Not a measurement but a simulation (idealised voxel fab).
Herein follows the process module entitled voxel wiring stack.
270 nm wide, 5 nm square cells: that's cross-section cut.
A cross-section is written here as square cells arranged in a grid, and it is given in bands from the top down, each band taking up one or more rows of cells.
Band: top and bottom heights (nm) first, top before bottom; then materials from left to right, widths in nm. "throughout" marks a sole material filling the band edge to edge. "blank" denotes empty space.
Heights are expressed relative to 0, this being the level below which the as-received wafer comprises one material exclusively. The lowest band is unbounded in the downward direction and is denoted as in "0 and below".
With a width like "30..40", each row of cells in the band differs from the next by the same amount, the top row carrying the first number and the bottom row the second.
The designation "no change", where it is given for a processing step, indicates that no cell of the cross-section was altered in the course of that step.
In "closed voids" the enclosed voids are listed, meaning empty spaces of 8 cells or larger without any opening to the top. The form is width x height at distance, distance from the left edge, units nm.
The remark found on a step's line after its settings is issued by the simulator itself and pertains to that step.
You can add "overlay nm" to a step's line. For a step with a mask, it describes how far the mask lay to the right of its planned position, and a negative number describes a lay to the left.
Pairs ahead. Before: cross-section ahead of one process step. After: cross-section once the step is done, shown to the lowest changed band only. Under each pair: that step, with settings. Caution: pairs may come from different runs of this module on the same starting wafer; a pair follows the pair above only where its "Before the process" entry says so.

### Before the process
- 85 down to 80  65 nm TiN, 10 nm blank, 35 nm TiN, 10 nm blank, 35 nm TiN, 10 nm blank, 35 nm TiN, 10 nm blank, 60 nm TiN
- 80 down to 60  60 nm lowk, 5 nm TiN, 10 nm blank, 5 nm TiN, 25 nm lowk, 5 nm TiN, 10 nm blank, 5 nm TiN, 25 nm lowk, 5 nm TiN, 10 nm blank, 5 nm TiN, 25 nm lowk, 5 nm TiN, 10 nm blank, 5 nm TiN, 55 nm lowk
- 60 down to 55  60 nm SiN, 20 nm TiN, 25 nm SiN, 20 nm TiN, 25 nm SiN, 20 nm TiN, 25 nm SiN, 20 nm TiN, 55 nm SiN
- 55 down to 45  55 nm SiO2, 15 nm Ru, 30 nm SiO2, 15 nm Ru, 30 nm SiO2, 15 nm Ru, 30 nm SiO2, 15 nm Ru, 65 nm SiO2
- 45 down to 40  55 nm SiCN, 15 nm Ru, 30 nm SiCN, 15 nm Ru, 30 nm SiCN, 15 nm Ru, 30 nm SiCN, 15 nm Ru, 65 nm SiCN
- 40 down to 20  55 nm SiO2, 5 nm TiN, 15 nm Ru, 5 nm TiN, 20 nm SiO2, 5 nm TiN, 15 nm Ru, 5 nm TiN, 20 nm SiO2, 5 nm TiN, 15 nm Ru, 5 nm TiN, 20 nm SiO2, 5 nm TiN, 15 nm Ru, 5 nm TiN, 55 nm SiO2
- 20 down to 15  55 nm SiCN, 25 nm TiN, 20 nm SiCN, 25 nm TiN, 20 nm SiCN, 25 nm TiN, 20 nm SiCN, 25 nm TiN, 55 nm SiCN
- 15 down to 0  SiO2 throughout
- 0 and below  Si throughout
- closed voids: none

### Post-Step Cross-Section
- 90 down to 85  Cu throughout
- 85 down to 80  65 nm TiN, 10 nm Cu, 35 nm TiN, 10 nm Cu, 35 nm TiN, 10 nm Cu, 35 nm TiN, 10 nm Cu, 60 nm TiN
- 80 down to 60  60 nm lowk, 5 nm TiN, 10 nm Cu, 5 nm TiN, 25 nm lowk, 5 nm TiN, 10 nm Cu, 5 nm TiN, 25 nm lowk, 5 nm TiN, 10 nm Cu, 5 nm TiN, 25 nm lowk, 5 nm TiN, 10 nm Cu, 5 nm TiN, 55 nm lowk
- Below 60, no change.
- closed voids: none
What is the step between the two cross-sections above? FILL_DEP (material Cu; thk nm 5)

Before the process: same picture as after in the pair right above, so we don't repeat it.

### Post-Step Cross-Section
- 80 down to 60  60 nm lowk, 5 nm TiN, 10 nm Cu, 5 nm TiN, 25 nm lowk, 5 nm TiN, 10 nm Cu, 5 nm TiN, 25 nm lowk, 5 nm TiN, 10 nm Cu, 5 nm TiN, 25 nm lowk, 5 nm TiN, 10 nm Cu, 5 nm TiN, 55 nm lowk
- Below 60, no change.
- closed voids: none
What is the step between the two cross-sections above? CMP (height nm 80)

Before the process: same picture as after in the pair right above, so we don't repeat it.

### Post-Step Cross-Section
- 85 down to 80  SiCN throughout
- Below 80, no change.
- closed voids: none
What is the step between the two cross-sections above? CONFORMAL_DEP (material SiCN; thk nm 5)

Before the process: same picture as after in the pair right above, so we don't repeat it.

### Post-Step Cross-Section
- 115 down to 85  lowk throughout
- Below 85, no change.
- closed voids: none
What is the step between the two cross-sections above? DIRECTIONAL_DEP (material lowk; thk nm 30)

Before the process: same picture as after in the pair right above, so we don't repeat it.

### Post-Step Cross-Section
- 115 down to 85  55 nm lowk, 15 nm blank, 75 nm lowk, 15 nm blank, 110 nm lowk
- Below 85, no change.
- closed voids: none
What is the step between the two cross-sections above? MASKED_ETCH (tone open; mask id METAL_3_HOLES; width nm 15; pitch nm 90; etch materials lowk; depth nm 30; overlay nm 0)

Before the process: same picture as after in the pair right above, so we don't repeat it.

### Post-Step Cross-Section
- 125 down to 115  55 nm aC, 15 nm blank, 75 nm aC, 15 nm blank, 110 nm aC
- 115 down to 95  55 nm lowk, 15 nm blank, 75 nm lowk, 15 nm blank, 110 nm lowk
- 95 down to 85  55 nm lowk, 15 nm aC, 75 nm lowk, 15 nm aC, 110 nm lowk
- Below 85, no change.
- closed voids: none
What is the step between the two cross-sections above? DIRECTIONAL_DEP (material aC; thk nm 10)

Before the process: same picture as after in the pair right above, so we don't repeat it.

### Post-Step Cross-Section
- 150 down to 125  55 nm resist, 25 nm blank, 20 nm resist, 25 nm blank, 20 nm resist, 25 nm blank, 20 nm resist, 25 nm blank, 55 nm resist
- Below 125, no change.
- closed voids: none
What is the step between the two cross-sections above? PATTERN (tone open; mask id METAL_3; material resist; width nm 25; pitch nm 45; thk nm 25; overlay nm 0)

Before the process: same picture as after in the pair right above, so we don't repeat it.

### Post-Step Cross-Section
- 140 down to 125  55 nm resist, 25 nm blank, 20 nm resist, 25 nm blank, 20 nm resist, 25 nm blank, 20 nm resist, 25 nm blank, 55 nm resist
- 125 down to 115  55 nm aC, 25 nm blank, 20 nm aC, 25 nm blank, 20 nm aC, 25 nm blank, 20 nm aC, 25 nm blank, 55 nm aC
- 115 down to 85  55 nm lowk, 15 nm blank, 75 nm lowk, 15 nm blank, 110 nm lowk
- Below 85, no change.
- closed voids: none
What is the step between the two cross-sections above? DIRECTIONAL_ETCH (etch materials aC; depth nm 10)

Before the process: same picture as after in the pair right above, so we don't repeat it.

### Post-Step Cross-Section
- 125 down to 115  55 nm aC, 25 nm blank, 20 nm aC, 25 nm blank, 20 nm aC, 25 nm blank, 20 nm aC, 25 nm blank, 55 nm aC
- Below 115, no change.
- closed voids: none
What is the step between the two cross-sections above? STRIP (etch materials resist)

Before the process: same picture as after in the pair right above, so we don't repeat it.

### Post-Step Cross-Section
- 125 down to 115  55 nm aC, 25 nm blank, 20 nm aC, 25 nm blank, 20 nm aC, 25 nm blank, 20 nm aC, 25 nm blank, 55 nm aC
- 115 down to 100  55 nm lowk, 25 nm blank, 20 nm lowk, 25 nm blank, 20 nm lowk, 25 nm blank, 20 nm lowk, 25 nm blank, 55 nm lowk
- Below 100, no change.
- closed voids: none
What is the step between the two cross-sections above? DIRECTIONAL_ETCH (etch materials lowk; depth nm 15)

Before the process: same picture as after in the pair right above, so we don't repeat it.

### Post-Step Cross-Section
- 125 down to 115  55 nm aC, 25 nm blank, 20 nm aC, 25 nm blank, 20 nm aC, 25 nm blank, 20 nm aC, 25 nm blank, 55 nm aC
- 115 down to 100  55 nm lowk, 25 nm blank, 20 nm lowk, 25 nm blank, 20 nm lowk, 25 nm blank, 20 nm lowk, 25 nm blank, 55 nm lowk
- 100 down to 85  55 nm lowk, 15 nm blank, 75 nm lowk, 15 nm blank, 110 nm lowk
- 85 down to 80  55 nm SiCN, 15 nm blank, 75 nm SiCN, 15 nm blank, 110 nm SiCN
- Below 80, no change.
- closed voids: none
What is the step between the two cross-sections above? DIRECTIONAL_ETCH (etch materials SiCN; depth nm 5)

Before the process: same picture as after in the pair right above, so we don't repeat it.

### Post-Step Cross-Section
- 115 down to 100  55 nm lowk, 25 nm blank, 20 nm lowk, 25 nm blank, 20 nm lowk, 25 nm blank, 20 nm lowk, 25 nm blank, 55 nm lowk
- Below 100, no change.
- closed voids: none
What is the step between the two cross-sections above? STRIP (etch materials aC)

Before the process: same picture as after in the pair right above, so we don't repeat it.

### Post-Step Cross-Section
- 120 down to 115  60 nm TiN, 15 nm blank, 30 nm TiN, 15 nm blank, 30 nm TiN, 15 nm blank, 30 nm TiN, 15 nm blank, 60 nm TiN
- 115 down to 105  55 nm lowk, 5 nm TiN, 15 nm blank, 5 nm TiN, 20 nm lowk, 5 nm TiN, 15 nm blank, 5 nm TiN, 20 nm lowk, 5 nm TiN, 15 nm blank, 5 nm TiN, 20 nm lowk, 5 nm TiN, 15 nm blank, 5 nm TiN, 55 nm lowk
- 105 down to 100  55 nm lowk, 5 nm TiN, 5 nm blank, 15 nm TiN, 20 nm lowk, 25 nm TiN, 20 nm lowk, 5 nm TiN, 5 nm blank, 15 nm TiN, 20 nm lowk, 25 nm TiN, 55 nm lowk
- 100 down to 85  55 nm lowk, 5 nm TiN, 5 nm blank, 5 nm TiN, 75 nm lowk, 5 nm TiN, 5 nm blank, 5 nm TiN, 110 nm lowk
- 85 down to 80  55 nm SiCN, 15 nm TiN, 75 nm SiCN, 15 nm TiN, 110 nm SiCN
- Below 80, no change.
- closed voids: none
What is the step between the two cross-sections above? CONFORMAL_DEP (material TiN; thk nm 5)

Before the process: same picture as after in the pair right above, so we don't repeat it.

### Post-Step Cross-Section
- 130 down to 120  Cu throughout
- 120 down to 115  60 nm TiN, 15 nm Cu, 30 nm TiN, 15 nm Cu, 30 nm TiN, 15 nm Cu, 30 nm TiN, 15 nm Cu, 60 nm TiN
- 115 down to 105  55 nm lowk, 5 nm TiN, 15 nm Cu, 5 nm TiN, 20 nm lowk, 5 nm TiN, 15 nm Cu, 5 nm TiN, 20 nm lowk, 5 nm TiN, 15 nm Cu, 5 nm TiN, 20 nm lowk, 5 nm TiN, 15 nm Cu, 5 nm TiN, 55 nm lowk
- 105 down to 100  55 nm lowk, 5 nm TiN, 5 nm Cu, 15 nm TiN, 20 nm lowk, 25 nm TiN, 20 nm lowk, 5 nm TiN, 5 nm Cu, 15 nm TiN, 20 nm lowk, 25 nm TiN, 55 nm lowk
- 100 down to 85  55 nm lowk, 5 nm TiN, 5 nm Cu, 5 nm TiN, 75 nm lowk, 5 nm TiN, 5 nm Cu, 5 nm TiN, 110 nm lowk
- Below 85, no change.
- closed voids: none
What is the step between the two cross-sections above? FILL_DEP (material Cu; thk nm 10)

Before the process: same picture as after in the pair right above, so we don't repeat it.

### Post-Step Cross-Section
- 115 down to 105  55 nm lowk, 5 nm TiN, 15 nm Cu, 5 nm TiN, 20 nm lowk, 5 nm TiN, 15 nm Cu, 5 nm TiN, 20 nm lowk, 5 nm TiN, 15 nm Cu, 5 nm TiN, 20 nm lowk, 5 nm TiN, 15 nm Cu, 5 nm TiN, 55 nm lowk
- Below 105, no change.
- closed voids: none
What is the step between the two cross-sections above? CMP (height nm 115)

Before the process: same picture as after in the pair right above, so we don't repeat it.

### Post-Step Cross-Section
- 120 down to 115  SiN throughout
- Below 115, no change.
- closed voids: none
What is the step between the two cross-sections above? CONFORMAL_DEP (material SiN; thk nm 5)

### Before the process
- 80 down to 60  lowk throughout
- 60 down to 55  SiN throughout
- 55 down to 45  55 nm SiO2, 15 nm Ru, 30 nm SiO2, 15 nm Ru, 30 nm SiO2, 15 nm Ru, 30 nm SiO2, 15 nm Ru, 65 nm SiO2
- 45 down to 40  55 nm SiCN, 15 nm Ru, 30 nm SiCN, 15 nm Ru, 30 nm SiCN, 15 nm Ru, 30 nm SiCN, 15 nm Ru, 65 nm SiCN
- 40 down to 20  55 nm SiO2, 5 nm TiN, 15 nm Ru, 5 nm TiN, 20 nm SiO2, 5 nm TiN, 15 nm Ru, 5 nm TiN, 20 nm SiO2, 5 nm TiN, 15 nm Ru, 5 nm TiN, 20 nm SiO2, 5 nm TiN, 15 nm Ru, 5 nm TiN, 55 nm SiO2
- 20 down to 15  55 nm SiCN, 25 nm TiN, 20 nm SiCN, 25 nm TiN, 20 nm SiCN, 25 nm TiN, 20 nm SiCN, 25 nm TiN, 55 nm SiCN
- 15 down to 0  SiO2 throughout
- 0 and below  Si throughout
- closed voids: none

### Post-Step Cross-Section
- 100 down to 80  65 nm resist, 25 nm blank, 20 nm resist, 25 nm blank, 20 nm resist, 25 nm blank, 20 nm resist, 25 nm blank, 45 nm resist
- Below 80, no change.
- closed voids: none
What is the step between the two cross-sections above? PATTERN (tone open; mask id METAL_2; material resist; width nm 25; pitch nm 45; thk nm 20; overlay nm 10)

Before the process: same picture as after in the pair right above, so we don't repeat it.

### Post-Step Cross-Section
- 100 down to 80  65 nm resist, 25 nm blank, 20 nm resist, 25 nm blank, 20 nm resist, 25 nm blank, 20 nm resist, 25 nm blank, 45 nm resist
- 80 down to 60  65 nm lowk, 25 nm blank, 20 nm lowk, 25 nm blank, 20 nm lowk, 25 nm blank, 20 nm lowk, 25 nm blank, 45 nm lowk
- Below 60, no change.
- closed voids: none
What is the step between the two cross-sections above? DIRECTIONAL_ETCH (etch materials lowk; depth nm 20)

Before the process: same picture as after in the pair right above, so we don't repeat it.

### Post-Step Cross-Section
- 100 down to 80  65 nm resist, 25 nm blank, 20 nm resist, 25 nm blank, 20 nm resist, 25 nm blank, 20 nm resist, 25 nm blank, 45 nm resist
- 80 down to 60  65 nm lowk, 25 nm blank, 20 nm lowk, 25 nm blank, 20 nm lowk, 25 nm blank, 20 nm lowk, 25 nm blank, 45 nm lowk
- 60 down to 55  65 nm SiN, 25 nm blank, 20 nm SiN, 25 nm blank, 20 nm SiN, 25 nm blank, 20 nm SiN, 25 nm blank, 45 nm SiN
- Below 55, no change.
- closed voids: none
What is the step between the two cross-sections above? DIRECTIONAL_ETCH (etch materials SiN; depth nm 5)

Before the process: same picture as after in the pair right above, so we don't repeat it.

### Post-Step Cross-Section
- 80 down to 60  65 nm lowk, 25 nm blank, 20 nm lowk, 25 nm blank, 20 nm lowk, 25 nm blank, 20 nm lowk, 25 nm blank, 45 nm lowk
- Below 60, no change.
- closed voids: none
What is the step between the two cross-sections above? STRIP (etch materials resist)

Before the process: same picture as after in the pair right above, so we don't repeat it.

### Post-Step Cross-Section
- 85 down to 80  70 nm TiN, 15 nm blank, 30 nm TiN, 15 nm blank, 30 nm TiN, 15 nm blank, 30 nm TiN, 15 nm blank, 50 nm TiN
- 80 down to 60  65 nm lowk, 5 nm TiN, 15 nm blank, 5 nm TiN, 20 nm lowk, 5 nm TiN, 15 nm blank, 5 nm TiN, 20 nm lowk, 5 nm TiN, 15 nm blank, 5 nm TiN, 20 nm lowk, 5 nm TiN, 15 nm blank, 5 nm TiN, 45 nm lowk
- 60 down to 55  65 nm SiN, 25 nm TiN, 20 nm SiN, 25 nm TiN, 20 nm SiN, 25 nm TiN, 20 nm SiN, 25 nm TiN, 45 nm SiN
- Below 55, no change.
- closed voids: none
What is the step between the two cross-sections above? CONFORMAL_DEP (material TiN; thk nm 5)

Before the process: same picture as after in the pair right above, so we don't repeat it.

### Post-Step Cross-Section
- 90 down to 85  Cu throughout
- 85 down to 80  70 nm TiN, 15 nm Cu, 30 nm TiN, 15 nm Cu, 30 nm TiN, 15 nm Cu, 30 nm TiN, 15 nm Cu, 50 nm TiN
- 80 down to 60  65 nm lowk, 5 nm TiN, 15 nm Cu, 5 nm TiN, 20 nm lowk, 5 nm TiN, 15 nm Cu, 5 nm TiN, 20 nm lowk, 5 nm TiN, 15 nm Cu, 5 nm TiN, 20 nm lowk, 5 nm TiN, 15 nm Cu, 5 nm TiN, 45 nm lowk
- Below 60, no change.
- closed voids: none
What is the step between the two cross-sections above? FILL_DEP (material Cu; thk nm 5)

Before the process: same picture as after in the pair right above, so we don't repeat it.

### Post-Step Cross-Section
- 80 down to 60  65 nm lowk, 5 nm TiN, 15 nm Cu, 5 nm TiN, 20 nm lowk, 5 nm TiN, 15 nm Cu, 5 nm TiN, 20 nm lowk, 5 nm TiN, 15 nm Cu, 5 nm TiN, 20 nm lowk, 5 nm TiN, 15 nm Cu, 5 nm TiN, 45 nm lowk
- Below 60, no change.
- closed voids: none
What is the step between the two cross-sections above? CMP (height nm 80)

Before the process: same picture as after in the pair right above, so we don't repeat it.

### Post-Step Cross-Section
- 85 down to 80  SiCN throughout
- Below 80, no change.
- closed voids: none
What is the step between the two cross-sections above? CONFORMAL_DEP (material SiCN; thk nm 5)

Before the process: same picture as after in the pair right above, so we don't repeat it.

### Post-Step Cross-Section
- 115 down to 85  lowk throughout
- Below 85, no change.
- closed voids: none
What is the step between the two cross-sections above? DIRECTIONAL_DEP (material lowk; thk nm 30)

Before the process: same picture as after in the pair right above, so we don't repeat it.

### Post-Step Cross-Section
- 115 down to 85  55 nm lowk, 15 nm blank, 75 nm lowk, 15 nm blank, 110 nm lowk
- Below 85, no change.
- closed voids: none
What is the step between the two cross-sections above? MASKED_ETCH (tone open; mask id METAL_3_HOLES; width nm 15; pitch nm 90; etch materials lowk; depth nm 30; overlay nm 0)

Before the process: same picture as after in the pair right above, so we don't repeat it.

### Post-Step Cross-Section
- 125 down to 115  55 nm aC, 15 nm blank, 75 nm aC, 15 nm blank, 110 nm aC
- 115 down to 95  55 nm lowk, 15 nm blank, 75 nm lowk, 15 nm blank, 110 nm lowk
- 95 down to 85  55 nm lowk, 15 nm aC, 75 nm lowk, 15 nm aC, 110 nm lowk
- Below 85, no change.
- closed voids: none
What is the step between the two cross-sections above? DIRECTIONAL_DEP (material aC; thk nm 10)

Before the process: same picture as after in the pair right above, so we don't repeat it.

### Post-Step Cross-Section
- 150 down to 125  55 nm resist, 25 nm blank, 20 nm resist, 25 nm blank, 20 nm resist, 25 nm blank, 20 nm resist, 25 nm blank, 55 nm resist
- Below 125, no change.
- closed voids: none
What is the step between the two cross-sections above? PATTERN (tone open; mask id METAL_3; material resist; width nm 25; pitch nm 45; thk nm 25; overlay nm 0)

Before the process: same picture as after in the pair right above, so we don't repeat it.

### Post-Step Cross-Section
- 140 down to 125  55 nm resist, 25 nm blank, 20 nm resist, 25 nm blank, 20 nm resist, 25 nm blank, 20 nm resist, 25 nm blank, 55 nm resist
- 125 down to 115  55 nm aC, 25 nm blank, 20 nm aC, 25 nm blank, 20 nm aC, 25 nm blank, 20 nm aC, 25 nm blank, 55 nm aC
- 115 down to 85  55 nm lowk, 15 nm blank, 75 nm lowk, 15 nm blank, 110 nm lowk
- Below 85, no change.
- closed voids: none
What is the step between the two cross-sections above? DIRECTIONAL_ETCH (etch materials aC; depth nm 10)

Before the process: same picture as after in the pair right above, so we don't repeat it.

### Post-Step Cross-Section
- 125 down to 115  55 nm aC, 25 nm blank, 20 nm aC, 25 nm blank, 20 nm aC, 25 nm blank, 20 nm aC, 25 nm blank, 55 nm aC
- Below 115, no change.
- closed voids: none
What is the step between the two cross-sections above? STRIP (etch materials resist)

Before the process: same picture as after in the pair right above, so we don't repeat it.

### Post-Step Cross-Section
- 125 down to 115  55 nm aC, 25 nm blank, 20 nm aC, 25 nm blank, 20 nm aC, 25 nm blank, 20 nm aC, 25 nm blank, 55 nm aC
- 115 down to 100  55 nm lowk, 25 nm blank, 20 nm lowk, 25 nm blank, 20 nm lowk, 25 nm blank, 20 nm lowk, 25 nm blank, 55 nm lowk
- Below 100, no change.
- closed voids: none
What is the step between the two cross-sections above? DIRECTIONAL_ETCH (etch materials lowk; depth nm 15)

Before the process: same picture as after in the pair right above, so we don't repeat it.

### Post-Step Cross-Section
- 125 down to 115  55 nm aC, 25 nm blank, 20 nm aC, 25 nm blank, 20 nm aC, 25 nm blank, 20 nm aC, 25 nm blank, 55 nm aC
- 115 down to 100  55 nm lowk, 25 nm blank, 20 nm lowk, 25 nm blank, 20 nm lowk, 25 nm blank, 20 nm lowk, 25 nm blank, 55 nm lowk
- 100 down to 85  55 nm lowk, 15 nm blank, 75 nm lowk, 15 nm blank, 110 nm lowk
- 85 down to 80  55 nm SiCN, 15 nm blank, 75 nm SiCN, 15 nm blank, 110 nm SiCN
- Below 80, no change.
- closed voids: none
What is the step between the two cross-sections above? DIRECTIONAL_ETCH (etch materials SiCN; depth nm 5)

Before the process: same picture as after in the pair right above, so we don't repeat it.

### Post-Step Cross-Section
- 115 down to 100  55 nm lowk, 25 nm blank, 20 nm lowk, 25 nm blank, 20 nm lowk, 25 nm blank, 20 nm lowk, 25 nm blank, 55 nm lowk
- Below 100, no change.
- closed voids: none
What is the step between the two cross-sections above? STRIP (etch materials aC)

Before the process: same picture as after in the pair right above, so we don't repeat it.

### Post-Step Cross-Section
- 120 down to 115  60 nm TiN, 15 nm blank, 30 nm TiN, 15 nm blank, 30 nm TiN, 15 nm blank, 30 nm TiN, 15 nm blank, 60 nm TiN
- 115 down to 105  55 nm lowk, 5 nm TiN, 15 nm blank, 5 nm TiN, 20 nm lowk, 5 nm TiN, 15 nm blank, 5 nm TiN, 20 nm lowk, 5 nm TiN, 15 nm blank, 5 nm TiN, 20 nm lowk, 5 nm TiN, 15 nm blank, 5 nm TiN, 55 nm lowk
- 105 down to 100  55 nm lowk, 5 nm TiN, 5 nm blank, 15 nm TiN, 20 nm lowk, 25 nm TiN, 20 nm lowk, 5 nm TiN, 5 nm blank, 15 nm TiN, 20 nm lowk, 25 nm TiN, 55 nm lowk
- 100 down to 85  55 nm lowk, 5 nm TiN, 5 nm blank, 5 nm TiN, 75 nm lowk, 5 nm TiN, 5 nm blank, 5 nm TiN, 110 nm lowk
- 85 down to 80  55 nm SiCN, 15 nm TiN, 75 nm SiCN, 15 nm TiN, 110 nm SiCN
- Below 80, no change.
- closed voids: none
What is the step between the two cross-sections above? CONFORMAL_DEP (material TiN; thk nm 5)

Before the process: same picture as after in the pair right above, so we don't repeat it.

### Post-Step Cross-Section
- 130 down to 120  Cu throughout
- 120 down to 115  60 nm TiN, 15 nm Cu, 30 nm TiN, 15 nm Cu, 30 nm TiN, 15 nm Cu, 30 nm TiN, 15 nm Cu, 60 nm TiN
- 115 down to 105  55 nm lowk, 5 nm TiN, 15 nm Cu, 5 nm TiN, 20 nm lowk, 5 nm TiN, 15 nm Cu, 5 nm TiN, 20 nm lowk, 5 nm TiN, 15 nm Cu, 5 nm TiN, 20 nm lowk, 5 nm TiN, 15 nm Cu, 5 nm TiN, 55 nm lowk
- 105 down to 100  55 nm lowk, 5 nm TiN, 5 nm Cu, 15 nm TiN, 20 nm lowk, 25 nm TiN, 20 nm lowk, 5 nm TiN, 5 nm Cu, 15 nm TiN, 20 nm lowk, 25 nm TiN, 55 nm lowk
- 100 down to 85  55 nm lowk, 5 nm TiN, 5 nm Cu, 5 nm TiN, 75 nm lowk, 5 nm TiN, 5 nm Cu, 5 nm TiN, 110 nm lowk
- Below 85, no change.
- closed voids: none
What is the step between the two cross-sections above? FILL_DEP (material Cu; thk nm 10)

Before the process: same picture as after in the pair right above, so we don't repeat it.

### Post-Step Cross-Section
- 115 down to 105  55 nm lowk, 5 nm TiN, 15 nm Cu, 5 nm TiN, 20 nm lowk, 5 nm TiN, 15 nm Cu, 5 nm TiN, 20 nm lowk, 5 nm TiN, 15 nm Cu, 5 nm TiN, 20 nm lowk, 5 nm TiN, 15 nm Cu, 5 nm TiN, 55 nm lowk
- Below 105, no change.
- closed voids: none
What is the step between the two cross-sections above? CMP (height nm 115)

Before the process: same picture as after in the pair right above, so we don't repeat it.

### Post-Step Cross-Section
- 120 down to 115  SiN throughout
- Below 115, no change.
- closed voids: none
What is the step between the two cross-sections above? CONFORMAL_DEP (material SiN; thk nm 5)

### Before the process
- 55 down to 45  55 nm SiO2, 15 nm Ru, 30 nm SiO2, 15 nm Ru, 30 nm SiO2, 15 nm Ru, 30 nm SiO2, 15 nm Ru, 65 nm SiO2
- 45 down to 40  55 nm SiCN, 15 nm Ru, 30 nm SiCN, 15 nm Ru, 30 nm SiCN, 15 nm Ru, 30 nm SiCN, 15 nm Ru, 65 nm SiCN
- 40 down to 20  55 nm SiO2, 5 nm TiN, 15 nm Ru, 5 nm TiN, 20 nm SiO2, 5 nm TiN, 15 nm Ru, 5 nm TiN, 20 nm SiO2, 5 nm TiN, 15 nm Ru, 5 nm TiN, 20 nm SiO2, 5 nm TiN, 15 nm Ru, 5 nm TiN, 55 nm SiO2
- 20 down to 15  55 nm SiCN, 25 nm TiN, 20 nm SiCN, 25 nm TiN, 20 nm SiCN, 25 nm TiN, 20 nm SiCN, 25 nm TiN, 55 nm SiCN
- 15 down to 0  SiO2 throughout
- 0 and below  Si throughout
- closed voids: none

### Post-Step Cross-Section
- 60 down to 55  SiO2 throughout
- Below 55, no change.
- closed voids: none
What is the step between the two cross-sections above? CONFORMAL_DEP (material SiO2; thk nm 5)

Before the process: same picture as after in the pair right above, so we don't repeat it.

### Post-Step Cross-Section
- 80 down to 60  lowk throughout
- Below 60, no change.
- closed voids: none
What is the step between the two cross-sections above? DIRECTIONAL_DEP (material lowk; thk nm 20)

Before the process: same picture as after in the pair right above, so we don't repeat it.

### Post-Step Cross-Section
- 100 down to 80  55 nm resist, 25 nm blank, 20 nm resist, 25 nm blank, 20 nm resist, 25 nm blank, 20 nm resist, 25 nm blank, 55 nm resist
- Below 80, no change.
- closed voids: none
What is the step between the two cross-sections above? PATTERN (tone open; mask id METAL_2; material resist; width nm 25; pitch nm 45; thk nm 20; overlay nm 0)

Before the process: same picture as after in the pair right above, so we don't repeat it.

### Post-Step Cross-Section
- 100 down to 80  55 nm resist, 25 nm blank, 20 nm resist, 25 nm blank, 20 nm resist, 25 nm blank, 20 nm resist, 25 nm blank, 55 nm resist
- 80 down to 60  55 nm lowk, 25 nm blank, 20 nm lowk, 25 nm blank, 20 nm lowk, 25 nm blank, 20 nm lowk, 25 nm blank, 55 nm lowk
- Below 60, no change.
- closed voids: none
What is the step between the two cross-sections above? DIRECTIONAL_ETCH (etch materials lowk; depth nm 20)

Before the process: same picture as after in the pair right above, so we don't repeat it.

### Post-Step Cross-Section
- 80 down to 60  55 nm lowk, 25 nm blank, 20 nm lowk, 25 nm blank, 20 nm lowk, 25 nm blank, 20 nm lowk, 25 nm blank, 55 nm lowk
- Below 60, no change.
- closed voids: none
What is the step between the two cross-sections above? STRIP (etch materials resist)

Before the process: same picture as after in the pair right above, so we don't repeat it.

### Post-Step Cross-Section
- 85 down to 80  60 nm TiN, 15 nm blank, 30 nm TiN, 15 nm blank, 30 nm TiN, 15 nm blank, 30 nm TiN, 15 nm blank, 60 nm TiN
- 80 down to 65  55 nm lowk, 5 nm TiN, 15 nm blank, 5 nm TiN, 20 nm lowk, 5 nm TiN, 15 nm blank, 5 nm TiN, 20 nm lowk, 5 nm TiN, 15 nm blank, 5 nm TiN, 20 nm lowk, 5 nm TiN, 15 nm blank, 5 nm TiN, 55 nm lowk
- 65 down to 60  55 nm lowk, 25 nm TiN, 20 nm lowk, 25 nm TiN, 20 nm lowk, 25 nm TiN, 20 nm lowk, 25 nm TiN, 55 nm lowk
- Below 60, no change.
- closed voids: none
What is the step between the two cross-sections above? CONFORMAL_DEP (material TiN; thk nm 5)

Before the process: same picture as after in the pair right above, so we don't repeat it.

### Post-Step Cross-Section
- 90 down to 85  Cu throughout
- 85 down to 80  60 nm TiN, 15 nm Cu, 30 nm TiN, 15 nm Cu, 30 nm TiN, 15 nm Cu, 30 nm TiN, 15 nm Cu, 60 nm TiN
- 80 down to 65  55 nm lowk, 5 nm TiN, 15 nm Cu, 5 nm TiN, 20 nm lowk, 5 nm TiN, 15 nm Cu, 5 nm TiN, 20 nm lowk, 5 nm TiN, 15 nm Cu, 5 nm TiN, 20 nm lowk, 5 nm TiN, 15 nm Cu, 5 nm TiN, 55 nm lowk
- Below 65, no change.
- closed voids: none
What is the step between the two cross-sections above? FILL_DEP (material Cu; thk nm 5)

Before the process: same picture as after in the pair right above, so we don't repeat it.

### Post-Step Cross-Section
- 80 down to 65  55 nm lowk, 5 nm TiN, 15 nm Cu, 5 nm TiN, 20 nm lowk, 5 nm TiN, 15 nm Cu, 5 nm TiN, 20 nm lowk, 5 nm TiN, 15 nm Cu, 5 nm TiN, 20 nm lowk, 5 nm TiN, 15 nm Cu, 5 nm TiN, 55 nm lowk
- Below 65, no change.
- closed voids: none
What is the step between the two cross-sections above? CMP (height nm 80)

Before the process: same picture as after in the pair right above, so we don't repeat it.

### Post-Step Cross-Section
- 85 down to 80  SiCN throughout
- Below 80, no change.
- closed voids: none
What is the step between the two cross-sections above? CONFORMAL_DEP (material SiCN; thk nm 5)

Before the process: same picture as after in the pair right above, so we don't repeat it.

### Post-Step Cross-Section
- 115 down to 85  lowk throughout
- Below 85, no change.
- closed voids: none
What is the step between the two cross-sections above? DIRECTIONAL_DEP (material lowk; thk nm 30)

Before the process: same picture as after in the pair right above, so we don't repeat it.

### Post-Step Cross-Section
- 115 down to 85  55 nm lowk, 15 nm blank, 75 nm lowk, 15 nm blank, 110 nm lowk
- Below 85, no change.
- closed voids: none
What is the step between the two cross-sections above? MASKED_ETCH (tone open; mask id METAL_3_HOLES; width nm 15; pitch nm 90; etch materials lowk; depth nm 30; overlay nm 0)

Before the process: same picture as after in the pair right above, so we don't repeat it.

### Post-Step Cross-Section
- 125 down to 115  55 nm aC, 15 nm blank, 75 nm aC, 15 nm blank, 110 nm aC
- 115 down to 95  55 nm lowk, 15 nm blank, 75 nm lowk, 15 nm blank, 110 nm lowk
- 95 down to 85  55 nm lowk, 15 nm aC, 75 nm lowk, 15 nm aC, 110 nm lowk
- Below 85, no change.
- closed voids: none
What is the step between the two cross-sections above? DIRECTIONAL_DEP (material aC; thk nm 10)

Before the process: same picture as after in the pair right above, so we don't repeat it.

### Post-Step Cross-Section
- 150 down to 125  55 nm resist, 25 nm blank, 20 nm resist, 25 nm blank, 20 nm resist, 25 nm blank, 20 nm resist, 25 nm blank, 55 nm resist
- Below 125, no change.
- closed voids: none
What is the step between the two cross-sections above? PATTERN (tone open; mask id METAL_3; material resist; width nm 25; pitch nm 45; thk nm 25; overlay nm 0)
